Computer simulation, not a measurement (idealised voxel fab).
Proc. module: voxel fin reveal
Cross-section cut: width 190 nm, square cells of 5 nm.
Cross-section format: a grid of square cells, given as bands from top to bottom; each band is one or more rows of cells.
The entry gives the band's vertical extent as a top height and a bottom height in nm, then its horizontal make-up as materials from left to right, each with a width in nm. "air" stands for empty space; a single material marked "edge to edge" fills the band edge to edge.
For the purposes of this specification, 0 denotes the height below which the wafer in its as-received condition is composed wholly of one material, and the lowermost band, lacking a lower limit, extends downward without end, as expressed in "0 nm and below".
The notation "30->40" denotes a width that varies across the rows of cells in the band, beginning at the first number in the top row, finishing at the second number in the bottom row, and changing by an identical amount from each row to the next.
For the purposes of this document, the phrase "nothing altered" attached to a step denotes that no cell within the cross-section was modified by that step.
Listed in "Closed cavities": every empty space of 8 or more cells without an open way to the top. Form: width x height at distance, the distance being from the left edge, all in nm.
Post-settings text on a step line: simulator's own remark regarding the step.
On any step carrying a mask, the "overlay nm" setting, if present on the step's line, tells how far right of its planned place the mask lay; negative values point to the left.

-- Process steps (planned)
1. RECEIVE (material Si)
2. CONFORMAL_DEP (material SiN; thk nm 5)
3. MASKED_ETCH (tone cover; mask id FINS; width nm 15; pitch nm 45; etch materials SiN; depth nm 5; overlay nm 0)
4. MASKED_ETCH (tone cover; mask id FINS; width nm 15; pitch nm 45; etch materials Si; depth nm 40; overlay nm 0)
5. FILL_DEP (material SiO2; thk nm 15)
6. CMP (height nm -5)
7. SELECTIVE_ETCH (etch materials SiO2; depth nm 35)
8. STRIP (etch materials SiN)
Wafer-to-wafer difference: height nm, step 6. Common start. Plan = first wafer's value.

-- After step 1, as received: first of several wafers, cross-section
* 0 nm and below: Si edge to edge
* Closed cavities: none

-- Rows = wafers. At module end, each row lists per material the cells gained (+) or lost (-) since the wafer was received, then the closed voids
height nm -5; -262 Si; Closed cavities: none
height nm 0; -256 Si; +32 SiO2; Closed cavities: none
height nm 5; -256 Si; +64 SiO2; Closed cavities: none
height nm 10; -256 Si; +96 SiO2; Closed cavities: none
height nm 15; -256 Si; +128 SiO2; Closed cavities: none
height nm 20; -256 Si; +160 SiO2; Closed cavities: none
